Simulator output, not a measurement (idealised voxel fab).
process module | voxel tone inversion
cross-section cut | 255 nm wide | cells 5 nm
A cross-section is a grid of square cells, given in bands from the top down. A band is one or more rows of cells.
Each band's line starts with the height of the band's top and of its bottom, in nm. Then come its materials from left to right, each with its width in nm. One material with "throughout" fills the band from edge to edge. "air" is empty space.
Height 0 is the level under which the wafer as received is all one material. The lowest band goes on downwards, as in "0 down".
A width such as "30 to 40" changes by the same amount from each row of cells to the next, from the band's top row to its bottom row.
"no change" after a step means that no cell of the cross-section changed.
closed voids: empty space of 8 cells or more with no open way to the top, each as width x height at its distance from the left edge, in nm
after a step's settings: what the simulator itself notes on the step
overlay nm, on a step with a mask: how far to the right of its planned place the mask lay; to the left if negative
plan
1 op RECEIVE | material Si
2 op CONFORMAL_DEP | material SiN | thk nm 5
3 op DIRECTIONAL_DEP | material aC | thk nm 20
4 op PATTERN | tone cover | mask id POSTS | material resist | width nm 25 | pitch nm 55 | thk nm 25 | overlay nm 0
5 op DIRECTIONAL_ETCH | etch materials aC | depth nm 20
6 op STRIP | etch materials resist
7 op FILL_DEP | material SiO2 | thk nm 10
8 op CMP | height nm 25
9 op STRIP | etch materials aC
10 op CONFORMAL_DEP | material TiN | thk nm 5
11 op FILL_DEP | material Cu | thk nm 10
12 op CMP | height nm 25
13 op CONFORMAL_DEP | material SiN | thk nm 5
as received, after step 1
  0 down: Si throughout
  closed voids: none
a wafer at the end: this start, this plan, one mistake
  30 to 25: SiN throughout
  25 to 10: SiO2 35 | Cu 15 | SiO2 40 | Cu 15 | SiO2 40 | Cu 15 | SiO2 40 | Cu 15 | SiO2 40
  10 to 5: SiO2 throughout
  5 to 0: SiN throughout
  0 down: Si throughout
  closed voids: none
what went wrong: step 10 ran as: op CONFORMAL_DEP | material SiO2 | thk nm 5
